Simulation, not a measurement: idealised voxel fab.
Name of the process module below: voxel transistor to metal
We display cut, a cross-section 170 nm in width whose square cells are each 5 nm.
In what follows, cross-sections appear as grids of square cells, described through bands that run from the top down, where every band is one or more rows of cells. Read a band's entry like this: the first values are the height of its top and the height of its bottom in nm, and what follows is the sequence of materials from left to right, each with its width in nm. Note that "air" is empty space, and that a single material marked "all across" reaches across the band from edge to edge. It should be noted that heights are counted from 0, beneath which the wafer as supplied is of one material throughout, and that the lowest band possesses no lower boundary but continues downward, as written in "0 -> down". So if you see something like "30..40" for the width, read it as the top row of the band sitting at the first number and the bottom row at the second, with every row in between moving by the same amount as the last. What does "no modification" mean for a step? It means no cell of the cross-section changed in that step. The entry "Closed voids list" lists the empty spaces that cover at least 8 cells and have no open path to the top. Each is written as width x height at distance, where the distance is measured from the left edge and all three values are in nm. Past the settings on a step's line: simulator remark, on that step. The optional step-line setting "overlay nm" applies to steps with a mask and quantifies how far to the right of its planned location the mask lay, a negative value indicating leftward placement.

THE FOLLOWING LIST GIVES THE PLANNED PROCESS STEPS
1. RECEIVE, material Si
2. OXIDIZE, depth nm 5
3. CONFORMAL_DEP, material SiN, thk nm 15
4. PATTERN, tone cover, mask id ACTIVE, material resist, width nm 95, thk nm 15, overlay nm 0
5. DIRECTIONAL_ETCH, etch materials SiN, depth nm 15
6. DIRECTIONAL_ETCH, etch materials SiO2, depth nm 5
7. DIRECTIONAL_ETCH, etch materials Si, depth nm 25
8. STRIP, etch materials resist
9. OXIDIZE, depth nm 5
10. FILL_DEP, material SiO2, thk nm 10
11. CMP, height nm 15
12. SELECTIVE_ETCH, etch materials SiO2, depth nm 15
13. STRIP, etch materials SiN
14. SELECTIVE_ETCH, etch materials SiO2, depth nm 5
15. OXIDIZE, depth nm 5
16. DIRECTIONAL_DEP, material polySi, thk nm 30
17. DIRECTIONAL_DEP, material SiCN, thk nm 10
18. MASKED_ETCH, tone cover, mask id GATE, width nm 25, etch materials SiCN, depth nm 20, overlay nm 0
19. MASKED_ETCH, tone cover, mask id GATE, width nm 25, etch materials polySi, depth nm 40, overlay nm 0
20. CONFORMAL_DEP, material SiN, thk nm 10
21. DIRECTIONAL_ETCH, etch materials SiN, depth nm 10
22. DIRECTIONAL_ETCH, etch materials SiO2, depth nm 5
23. EPI, material nSi, thk nm 5
24. FILL_DEP, material SiO2, thk nm 5
25. CMP, height nm 35
26. DIRECTIONAL_DEP, material SiO2, thk nm 15
27. PATTERN, tone open, mask id CONTACT, material resist, width nm 25, pitch nm 60, thk nm 15, overlay nm 0
28. DIRECTIONAL_ETCH, etch materials SiO2, depth nm 55
29. STRIP, etch materials resist
30. CONFORMAL_DEP, material TiN, thk nm 5
31. FILL_DEP, material Ru, thk nm 5
32. CMP, height nm 50
33. CONFORMAL_DEP, material SiN, thk nm 5
34. DIRECTIONAL_DEP, material SiO2, thk nm 20
35. PATTERN, tone open, mask id METAL_1, material resist, width nm 15, pitch nm 70, thk nm 15, overlay nm 0
36. DIRECTIONAL_ETCH, etch materials SiO2, depth nm 20
37. DIRECTIONAL_ETCH, etch materials SiN, depth nm 5
38. STRIP, etch materials resist
39. CONFORMAL_DEP, material TiN, thk nm 5
40. FILL_DEP, material Ru, thk nm 10
41. CMP, height nm 75
42. CONFORMAL_DEP, material SiN, thk nm 5

RUN AS PLANNED: FIRST OF TWO WAFERS

CROSS-SECTION OF THE WAFER UPON ARRIVAL, REPRESENTING THE STATE REACHED AFTER STEP 1
* 0 -> down: Si all across
* Closed voids list: none

ONCE STEP 2 IS THROUGH, THE WAFER LOOKS LIKE THIS IN CROSS-SECTION
* 0 -> -5: SiO2 all across
* Whatever lies below -5 is exactly as it was before.

ONCE STEP 3 IS THROUGH, THE WAFER LOOKS LIKE THIS IN CROSS-SECTION
* 15 -> 0: SiN all across
* Whatever lies below 0 is exactly as it was before.

ONCE STEP 4 IS THROUGH, THE WAFER LOOKS LIKE THIS IN CROSS-SECTION
* 30 -> 15: air: 35, resist: 95, air: 40
* Whatever lies below 15 is exactly as it was before.

ONCE STEP 5 IS THROUGH, THE WAFER LOOKS LIKE THIS IN CROSS-SECTION
* 30 -> 15: air: 35, resist: 95, air: 40
* 15 -> 0: air: 35, SiN: 95, air: 40
* Whatever lies below 0 is exactly as it was before.

ONCE STEP 6 IS THROUGH, THE WAFER LOOKS LIKE THIS IN CROSS-SECTION
* 30 -> 15: air: 35, resist: 95, air: 40
* 15 -> 0: air: 35, SiN: 95, air: 40
* 0 -> -5: air: 35, SiO2: 95, air: 40
* Whatever lies below -5 is exactly as it was before.

ONCE STEP 7 IS THROUGH, THE WAFER LOOKS LIKE THIS IN CROSS-SECTION
* 30 -> 15: air: 35, resist: 95, air: 40
* 15 -> 0: air: 35, SiN: 95, air: 40
* 0 -> -5: air: 35, SiO2: 95, air: 40
* -5 -> -30: air: 35, Si: 95, air: 40
* Whatever lies below -30 is exactly as it was before.

ONCE STEP 8 IS THROUGH, THE WAFER LOOKS LIKE THIS IN CROSS-SECTION
* 15 -> 0: air: 35, SiN: 95, air: 40
* Whatever lies below 0 is exactly as it was before.

ONCE STEP 9 IS THROUGH, THE WAFER LOOKS LIKE THIS IN CROSS-SECTION
* 15 -> 0: air: 35, SiN: 95, air: 40
* 0 -> -5: air: 35, SiO2: 95, air: 40
* -5 -> -30: air: 35, SiO2: 5, Si: 85, SiO2: 5, air: 40
* -30 -> -35: SiO2: 40, Si: 85, SiO2: 45
* Whatever lies below -35 is exactly as it was before.

ONCE STEP 10 IS THROUGH, THE WAFER LOOKS LIKE THIS IN CROSS-SECTION
* 25 -> 15: SiO2 all across
* 15 -> 0: SiO2: 35, SiN: 95, SiO2: 40
* 0 -> -5: SiO2 all across
* -5 -> -35: SiO2: 40, Si: 85, SiO2: 45
* Whatever lies below -35 is exactly as it was before.

ONCE STEP 11 IS THROUGH, THE WAFER LOOKS LIKE THIS IN CROSS-SECTION
* 15 -> 0: SiO2: 35, SiN: 95, SiO2: 40
* Whatever lies below 0 is exactly as it was before.

ONCE STEP 12 IS THROUGH, THE WAFER LOOKS LIKE THIS IN CROSS-SECTION
* 15 -> 0: air: 35, SiN: 95, air: 40
* Whatever lies below 0 is exactly as it was before.

ONCE STEP 13 IS THROUGH, THE WAFER LOOKS LIKE THIS IN CROSS-SECTION
* 0 -> -5: SiO2 all across
* Whatever lies below -5 is exactly as it was before.

ONCE STEP 14 IS THROUGH, THE WAFER LOOKS LIKE THIS IN CROSS-SECTION
* -5 -> -35: SiO2: 40, Si: 85, SiO2: 45
* Whatever lies below -35 is exactly as it was before.

ONCE STEP 15 IS THROUGH, THE WAFER LOOKS LIKE THIS IN CROSS-SECTION
* -5 -> -10: SiO2 all across
* Whatever lies below -10 is exactly as it was before.

ONCE STEP 16 IS THROUGH, THE WAFER LOOKS LIKE THIS IN CROSS-SECTION
* 25 -> -5: polySi all across
* Whatever lies below -5 is exactly as it was before.

ONCE STEP 17 IS THROUGH, THE WAFER LOOKS LIKE THIS IN CROSS-SECTION
* 35 -> 25: SiCN all across
* Whatever lies below 25 is exactly as it was before.

ONCE STEP 18 IS THROUGH, THE WAFER LOOKS LIKE THIS IN CROSS-SECTION
* 35 -> 25: air: 70, SiCN: 25, air: 75
* Whatever lies below 25 is exactly as it was before.

ONCE STEP 19 IS THROUGH, THE WAFER LOOKS LIKE THIS IN CROSS-SECTION
* 35 -> 25: air: 70, SiCN: 25, air: 75
* 25 -> -5: air: 70, polySi: 25, air: 75
* Whatever lies below -5 is exactly as it was before.

ONCE STEP 20 IS THROUGH, THE WAFER LOOKS LIKE THIS IN CROSS-SECTION
* 45 -> 35: air: 60, SiN: 45, air: 65
* 35 -> 25: air: 60, SiN: 10, SiCN: 25, SiN: 10, air: 65
* 25 -> 5: air: 60, SiN: 10, polySi: 25, SiN: 10, air: 65
* 5 -> -5: SiN: 70, polySi: 25, SiN: 75
* Whatever lies below -5 is exactly as it was before.

ONCE STEP 21 IS THROUGH, THE WAFER LOOKS LIKE THIS IN CROSS-SECTION
* 35 -> 25: air: 60, SiN: 10, SiCN: 25, SiN: 10, air: 65
* 25 -> -5: air: 60, SiN: 10, polySi: 25, SiN: 10, air: 65
* Whatever lies below -5 is exactly as it was before.

ONCE STEP 22 IS THROUGH, THE WAFER LOOKS LIKE THIS IN CROSS-SECTION
* 35 -> 25: air: 60, SiN: 10, SiCN: 25, SiN: 10, air: 65
* 25 -> -5: air: 60, SiN: 10, polySi: 25, SiN: 10, air: 65
* -5 -> -10: air: 60, SiO2: 45, air: 65
* Whatever lies below -10 is exactly as it was before.

ONCE STEP 23 IS THROUGH, THE WAFER LOOKS LIKE THIS IN CROSS-SECTION
* 35 -> 25: air: 60, SiN: 10, SiCN: 25, SiN: 10, air: 65
* 25 -> -5: air: 60, SiN: 10, polySi: 25, SiN: 10, air: 65
* -5 -> -10: air: 35, nSi: 25, SiO2: 45, nSi: 25, air: 40
* Whatever lies below -10 is exactly as it was before.

ONCE STEP 24 IS THROUGH, THE WAFER LOOKS LIKE THIS IN CROSS-SECTION
* 40 -> 35: SiO2 all across
* 35 -> 25: SiO2: 60, SiN: 10, SiCN: 25, SiN: 10, SiO2: 65
* 25 -> -5: SiO2: 60, SiN: 10, polySi: 25, SiN: 10, SiO2: 65
* -5 -> -10: SiO2: 35, nSi: 25, SiO2: 45, nSi: 25, SiO2: 40
* Whatever lies below -10 is exactly as it was before.

ONCE STEP 25 IS THROUGH, THE WAFER LOOKS LIKE THIS IN CROSS-SECTION
* 35 -> 25: SiO2: 60, SiN: 10, SiCN: 25, SiN: 10, SiO2: 65
* Whatever lies below 25 is exactly as it was before.

ONCE STEP 26 IS THROUGH, THE WAFER LOOKS LIKE THIS IN CROSS-SECTION
* 50 -> 35: SiO2 all across
* Whatever lies below 35 is exactly as it was before.

ONCE STEP 27 IS THROUGH, THE WAFER LOOKS LIKE THIS IN CROSS-SECTION
* 65 -> 50: resist: 40, air: 25, resist: 35, air: 25, resist: 45
* Whatever lies below 50 is exactly as it was before.

ONCE STEP 28 IS THROUGH, THE WAFER LOOKS LIKE THIS IN CROSS-SECTION
* 65 -> 50: resist: 40, air: 25, resist: 35, air: 25, resist: 45
* 50 -> 35: SiO2: 40, air: 25, SiO2: 35, air: 25, SiO2: 45
* 35 -> 25: SiO2: 40, air: 20, SiN: 10, SiCN: 25, SiN: 10, air: 20, SiO2: 45
* 25 -> -5: SiO2: 40, air: 20, SiN: 10, polySi: 25, SiN: 10, air: 20, SiO2: 45
* Whatever lies below -5 is exactly as it was before.

ONCE STEP 29 IS THROUGH, THE WAFER LOOKS LIKE THIS IN CROSS-SECTION
* 50 -> 35: SiO2: 40, air: 25, SiO2: 35, air: 25, SiO2: 45
* Whatever lies below 35 is exactly as it was before.

ONCE STEP 30 IS THROUGH, THE WAFER LOOKS LIKE THIS IN CROSS-SECTION
* 55 -> 50: TiN: 45, air: 15, TiN: 45, air: 15, TiN: 50
* 50 -> 40: SiO2: 40, TiN: 5, air: 15, TiN: 5, SiO2: 35, TiN: 5, air: 15, TiN: 5, SiO2: 45
* 40 -> 35: SiO2: 40, TiN: 5, air: 10, TiN: 10, SiO2: 35, TiN: 10, air: 10, TiN: 5, SiO2: 45
* 35 -> 25: SiO2: 40, TiN: 5, air: 10, TiN: 5, SiN: 10, SiCN: 25, SiN: 10, TiN: 5, air: 10, TiN: 5, SiO2: 45
* 25 -> 0: SiO2: 40, TiN: 5, air: 10, TiN: 5, SiN: 10, polySi: 25, SiN: 10, TiN: 5, air: 10, TiN: 5, SiO2: 45
* 0 -> -5: SiO2: 40, TiN: 20, SiN: 10, polySi: 25, SiN: 10, TiN: 20, SiO2: 45
* Whatever lies below -5 is exactly as it was before.

ONCE STEP 31 IS THROUGH, THE WAFER LOOKS LIKE THIS IN CROSS-SECTION
* 60 -> 55: Ru all across
* 55 -> 50: TiN: 45, Ru: 15, TiN: 45, Ru: 15, TiN: 50
* 50 -> 40: SiO2: 40, TiN: 5, Ru: 15, TiN: 5, SiO2: 35, TiN: 5, Ru: 15, TiN: 5, SiO2: 45
* 40 -> 35: SiO2: 40, TiN: 5, Ru: 10, TiN: 10, SiO2: 35, TiN: 10, Ru: 10, TiN: 5, SiO2: 45
* 35 -> 25: SiO2: 40, TiN: 5, Ru: 10, TiN: 5, SiN: 10, SiCN: 25, SiN: 10, TiN: 5, Ru: 10, TiN: 5, SiO2: 45
* 25 -> 0: SiO2: 40, TiN: 5, Ru: 10, TiN: 5, SiN: 10, polySi: 25, SiN: 10, TiN: 5, Ru: 10, TiN: 5, SiO2: 45
* Whatever lies below 0 is exactly as it was before.

ONCE STEP 32 IS THROUGH, THE WAFER LOOKS LIKE THIS IN CROSS-SECTION
* 50 -> 40: SiO2: 40, TiN: 5, Ru: 15, TiN: 5, SiO2: 35, TiN: 5, Ru: 15, TiN: 5, SiO2: 45
* Whatever lies below 40 is exactly as it was before.

ONCE STEP 33 IS THROUGH, THE WAFER LOOKS LIKE THIS IN CROSS-SECTION
* 55 -> 50: SiN all across
* Whatever lies below 50 is exactly as it was before.

ONCE STEP 34 IS THROUGH, THE WAFER LOOKS LIKE THIS IN CROSS-SECTION
* 75 -> 55: SiO2 all across
* Whatever lies below 55 is exactly as it was before.

ONCE STEP 35 IS THROUGH, THE WAFER LOOKS LIKE THIS IN CROSS-SECTION
* 90 -> 75: resist: 40, air: 15, resist: 55, air: 15, resist: 45
* Whatever lies below 75 is exactly as it was before.

ONCE STEP 36 IS THROUGH, THE WAFER LOOKS LIKE THIS IN CROSS-SECTION
* 90 -> 75: resist: 40, air: 15, resist: 55, air: 15, resist: 45
* 75 -> 55: SiO2: 40, air: 15, SiO2: 55, air: 15, SiO2: 45
* Whatever lies below 55 is exactly as it was before.

ONCE STEP 37 IS THROUGH, THE WAFER LOOKS LIKE THIS IN CROSS-SECTION
* 90 -> 75: resist: 40, air: 15, resist: 55, air: 15, resist: 45
* 75 -> 55: SiO2: 40, air: 15, SiO2: 55, air: 15, SiO2: 45
* 55 -> 50: SiN: 40, air: 15, SiN: 55, air: 15, SiN: 45
* Whatever lies below 50 is exactly as it was before.

ONCE STEP 38 IS THROUGH, THE WAFER LOOKS LIKE THIS IN CROSS-SECTION
* 75 -> 55: SiO2: 40, air: 15, SiO2: 55, air: 15, SiO2: 45
* Whatever lies below 55 is exactly as it was before.

ONCE STEP 39 IS THROUGH, THE WAFER LOOKS LIKE THIS IN CROSS-SECTION
* 80 -> 75: TiN: 45, air: 5, TiN: 65, air: 5, TiN: 50
* 75 -> 55: SiO2: 40, TiN: 5, air: 5, TiN: 5, SiO2: 55, TiN: 5, air: 5, TiN: 5, SiO2: 45
* 55 -> 50: SiN: 40, TiN: 15, SiN: 55, TiN: 15, SiN: 45
* Whatever lies below 50 is exactly as it was before.

ONCE STEP 40 IS THROUGH, THE WAFER LOOKS LIKE THIS IN CROSS-SECTION
* 90 -> 80: Ru all across
* 80 -> 75: TiN: 45, Ru: 5, TiN: 65, Ru: 5, TiN: 50
* 75 -> 55: SiO2: 40, TiN: 5, Ru: 5, TiN: 5, SiO2: 55, TiN: 5, Ru: 5, TiN: 5, SiO2: 45
* Whatever lies below 55 is exactly as it was before.

ONCE STEP 41 IS THROUGH, THE WAFER LOOKS LIKE THIS IN CROSS-SECTION
* 75 -> 55: SiO2: 40, TiN: 5, Ru: 5, TiN: 5, SiO2: 55, TiN: 5, Ru: 5, TiN: 5, SiO2: 45
* Whatever lies below 55 is exactly as it was before.

ONCE STEP 42 IS THROUGH, THE WAFER LOOKS LIKE THIS IN CROSS-SECTION
* 80 -> 75: SiN all across
* Whatever lies below 75 is exactly as it was before.

WAFER TWO. SAME START, SAME PLAN, ONE SLIP IN EXECUTION. SAME AS WAFER ONE THROUGH STEP 19, INCLUSIVE

CROSS-SECTION OF THE SECOND WAFER AT THE TIME BY WHICH STEP 20 SHOULD HAVE BEEN COMPLETED ACCORDING TO THE PLAN
* 40 -> 35: air: 65, SiN: 35, air: 70
* 35 -> 25: air: 65, SiN: 5, SiCN: 25, SiN: 5, air: 70
* 25 -> 0: air: 65, SiN: 5, polySi: 25, SiN: 5, air: 70
* 0 -> -5: SiN: 70, polySi: 25, SiN: 75
* Whatever lies below -5 is exactly as it was before.

CROSS-SECTION OF THE SECOND WAFER AT THE TIME BY WHICH STEP 21 SHOULD HAVE BEEN COMPLETED ACCORDING TO THE PLAN
* 35 -> 30: air: 70, SiCN: 25, air: 75
* 30 -> 25: air: 65, SiN: 5, SiCN: 25, SiN: 5, air: 70
* 25 -> -5: air: 65, SiN: 5, polySi: 25, SiN: 5, air: 70
* Whatever lies below -5 is exactly as it was before.

CROSS-SECTION OF THE SECOND WAFER AT THE TIME BY WHICH STEP 22 SHOULD HAVE BEEN COMPLETED ACCORDING TO THE PLAN
* 35 -> 30: air: 70, SiCN: 25, air: 75
* 30 -> 25: air: 65, SiN: 5, SiCN: 25, SiN: 5, air: 70
* 25 -> -5: air: 65, SiN: 5, polySi: 25, SiN: 5, air: 70
* -5 -> -10: air: 65, SiO2: 35, air: 70
* Whatever lies below -10 is exactly as it was before.

CROSS-SECTION OF THE SECOND WAFER AT THE TIME BY WHICH STEP 23 SHOULD HAVE BEEN COMPLETED ACCORDING TO THE PLAN
* 35 -> 30: air: 70, SiCN: 25, air: 75
* 30 -> 25: air: 65, SiN: 5, SiCN: 25, SiN: 5, air: 70
* 25 -> -5: air: 65, SiN: 5, polySi: 25, SiN: 5, air: 70
* -5 -> -10: air: 35, nSi: 30, SiO2: 35, nSi: 30, air: 40
* Whatever lies below -10 is exactly as it was before.

CROSS-SECTION OF THE SECOND WAFER AT THE TIME BY WHICH STEP 24 SHOULD HAVE BEEN COMPLETED ACCORDING TO THE PLAN
* 40 -> 35: SiO2 all across
* 35 -> 30: SiO2: 70, SiCN: 25, SiO2: 75
* 30 -> 25: SiO2: 65, SiN: 5, SiCN: 25, SiN: 5, SiO2: 70
* 25 -> -5: SiO2: 65, SiN: 5, polySi: 25, SiN: 5, SiO2: 70
* -5 -> -10: SiO2: 35, nSi: 30, SiO2: 35, nSi: 30, SiO2: 40
* Whatever lies below -10 is exactly as it was before.

CROSS-SECTION OF THE SECOND WAFER AT THE TIME BY WHICH STEP 25 SHOULD HAVE BEEN COMPLETED ACCORDING TO THE PLAN
* 35 -> 30: SiO2: 70, SiCN: 25, SiO2: 75
* Whatever lies below 30 is exactly as it was before.

CROSS-SECTION OF THE SECOND WAFER AT THE TIME BY WHICH STEP 26 SHOULD HAVE BEEN COMPLETED ACCORDING TO THE PLAN
* 50 -> 35: SiO2 all across
* Whatever lies below 35 is exactly as it was before.

CROSS-SECTION OF THE SECOND WAFER AT THE TIME BY WHICH STEP 27 SHOULD HAVE BEEN COMPLETED ACCORDING TO THE PLAN
* 65 -> 50: resist: 40, air: 25, resist: 35, air: 25, resist: 45
* Whatever lies below 50 is exactly as it was before.

CROSS-SECTION OF THE SECOND WAFER AT THE TIME BY WHICH STEP 28 SHOULD HAVE BEEN COMPLETED ACCORDING TO THE PLAN
* 65 -> 50: resist: 40, air: 25, resist: 35, air: 25, resist: 45
* 50 -> 35: SiO2: 40, air: 25, SiO2: 35, air: 25, SiO2: 45
* 35 -> 30: SiO2: 40, air: 25, SiO2: 5, SiCN: 25, SiO2: 5, air: 25, SiO2: 45
* 30 -> 25: SiO2: 40, air: 25, SiN: 5, SiCN: 25, SiN: 5, air: 25, SiO2: 45
* 25 -> -5: SiO2: 40, air: 25, SiN: 5, polySi: 25, SiN: 5, air: 25, SiO2: 45
* Whatever lies below -5 is exactly as it was before.

CROSS-SECTION OF THE SECOND WAFER AT THE TIME BY WHICH STEP 29 SHOULD HAVE BEEN COMPLETED ACCORDING TO THE PLAN
* 50 -> 35: SiO2: 40, air: 25, SiO2: 35, air: 25, SiO2: 45
* Whatever lies below 35 is exactly as it was before.

CROSS-SECTION OF THE SECOND WAFER AT THE TIME BY WHICH STEP 30 SHOULD HAVE BEEN COMPLETED ACCORDING TO THE PLAN
* 55 -> 50: TiN: 45, air: 15, TiN: 45, air: 15, TiN: 50
* 50 -> 35: SiO2: 40, TiN: 5, air: 15, TiN: 5, SiO2: 35, TiN: 5, air: 15, TiN: 5, SiO2: 45
* 35 -> 30: SiO2: 40, TiN: 5, air: 15, TiN: 5, SiO2: 5, SiCN: 25, SiO2: 5, TiN: 5, air: 15, TiN: 5, SiO2: 45
* 30 -> 25: SiO2: 40, TiN: 5, air: 15, TiN: 5, SiN: 5, SiCN: 25, SiN: 5, TiN: 5, air: 15, TiN: 5, SiO2: 45
* 25 -> 0: SiO2: 40, TiN: 5, air: 15, TiN: 5, SiN: 5, polySi: 25, SiN: 5, TiN: 5, air: 15, TiN: 5, SiO2: 45
* 0 -> -5: SiO2: 40, TiN: 25, SiN: 5, polySi: 25, SiN: 5, TiN: 25, SiO2: 45
* Whatever lies below -5 is exactly as it was before.

CROSS-SECTION OF THE SECOND WAFER AT THE TIME BY WHICH STEP 31 SHOULD HAVE BEEN COMPLETED ACCORDING TO THE PLAN
* 60 -> 55: Ru all across
* 55 -> 50: TiN: 45, Ru: 15, TiN: 45, Ru: 15, TiN: 50
* 50 -> 35: SiO2: 40, TiN: 5, Ru: 15, TiN: 5, SiO2: 35, TiN: 5, Ru: 15, TiN: 5, SiO2: 45
* 35 -> 30: SiO2: 40, TiN: 5, Ru: 15, TiN: 5, SiO2: 5, SiCN: 25, SiO2: 5, TiN: 5, Ru: 15, TiN: 5, SiO2: 45
* 30 -> 25: SiO2: 40, TiN: 5, Ru: 15, TiN: 5, SiN: 5, SiCN: 25, SiN: 5, TiN: 5, Ru: 15, TiN: 5, SiO2: 45
* 25 -> 0: SiO2: 40, TiN: 5, Ru: 15, TiN: 5, SiN: 5, polySi: 25, SiN: 5, TiN: 5, Ru: 15, TiN: 5, SiO2: 45
* Whatever lies below 0 is exactly as it was before.

CROSS-SECTION OF THE SECOND WAFER AT THE TIME BY WHICH STEP 32 SHOULD HAVE BEEN COMPLETED ACCORDING TO THE PLAN
* 50 -> 35: SiO2: 40, TiN: 5, Ru: 15, TiN: 5, SiO2: 35, TiN: 5, Ru: 15, TiN: 5, SiO2: 45
* Whatever lies below 35 is exactly as it was before.

CROSS-SECTION OF THE SECOND WAFER AT THE TIME BY WHICH STEP 33 SHOULD HAVE BEEN COMPLETED ACCORDING TO THE PLAN
* 55 -> 50: SiN all across
* Whatever lies below 50 is exactly as it was before.

CROSS-SECTION OF THE SECOND WAFER AT THE TIME BY WHICH STEP 34 SHOULD HAVE BEEN COMPLETED ACCORDING TO THE PLAN
* 75 -> 55: SiO2 all across
* Whatever lies below 55 is exactly as it was before.

CROSS-SECTION OF THE SECOND WAFER AT THE TIME BY WHICH STEP 35 SHOULD HAVE BEEN COMPLETED ACCORDING TO THE PLAN
* 90 -> 75: resist: 40, air: 15, resist: 55, air: 15, resist: 45
* Whatever lies below 75 is exactly as it was before.

CROSS-SECTION OF THE SECOND WAFER AT THE TIME BY WHICH STEP 36 SHOULD HAVE BEEN COMPLETED ACCORDING TO THE PLAN
* 90 -> 75: resist: 40, air: 15, resist: 55, air: 15, resist: 45
* 75 -> 55: SiO2: 40, air: 15, SiO2: 55, air: 15, SiO2: 45
* Whatever lies below 55 is exactly as it was before.

CROSS-SECTION OF THE SECOND WAFER AT THE TIME BY WHICH STEP 37 SHOULD HAVE BEEN COMPLETED ACCORDING TO THE PLAN
* 90 -> 75: resist: 40, air: 15, resist: 55, air: 15, resist: 45
* 75 -> 55: SiO2: 40, air: 15, SiO2: 55, air: 15, SiO2: 45
* 55 -> 50: SiN: 40, air: 15, SiN: 55, air: 15, SiN: 45
* Whatever lies below 50 is exactly as it was before.

CROSS-SECTION OF THE SECOND WAFER AT THE TIME BY WHICH STEP 38 SHOULD HAVE BEEN COMPLETED ACCORDING TO THE PLAN
* 75 -> 55: SiO2: 40, air: 15, SiO2: 55, air: 15, SiO2: 45
* Whatever lies below 55 is exactly as it was before.

CROSS-SECTION OF THE SECOND WAFER AT THE TIME BY WHICH STEP 39 SHOULD HAVE BEEN COMPLETED ACCORDING TO THE PLAN
* 80 -> 75: TiN: 45, air: 5, TiN: 65, air: 5, TiN: 50
* 75 -> 55: SiO2: 40, TiN: 5, air: 5, TiN: 5, SiO2: 55, TiN: 5, air: 5, TiN: 5, SiO2: 45
* 55 -> 50: SiN: 40, TiN: 15, SiN: 55, TiN: 15, SiN: 45
* Whatever lies below 50 is exactly as it was before.

CROSS-SECTION OF THE SECOND WAFER AT THE TIME BY WHICH STEP 40 SHOULD HAVE BEEN COMPLETED ACCORDING TO THE PLAN
* 90 -> 80: Ru all across
* 80 -> 75: TiN: 45, Ru: 5, TiN: 65, Ru: 5, TiN: 50
* 75 -> 55: SiO2: 40, TiN: 5, Ru: 5, TiN: 5, SiO2: 55, TiN: 5, Ru: 5, TiN: 5, SiO2: 45
* Whatever lies below 55 is exactly as it was before.

CROSS-SECTION OF THE SECOND WAFER AT THE TIME BY WHICH STEP 41 SHOULD HAVE BEEN COMPLETED ACCORDING TO THE PLAN
* 75 -> 55: SiO2: 40, TiN: 5, Ru: 5, TiN: 5, SiO2: 55, TiN: 5, Ru: 5, TiN: 5, SiO2: 45
* Whatever lies below 55 is exactly as it was before.

CROSS-SECTION OF THE SECOND WAFER AT THE TIME BY WHICH STEP 42 SHOULD HAVE BEEN COMPLETED ACCORDING TO THE PLAN
* 80 -> 75: SiN all across
* Whatever lies below 75 is exactly as it was before.
Deviation noted in wafer processing: heads up, step 20 didn't go per plan, it actually ran as CONFORMAL_DEP, material SiN, thk nm 5
Per the end-of-run cell counts, the second wafer holds more or fewer of some materials than the first: Ru +16 | SiN -18 | nSi +2
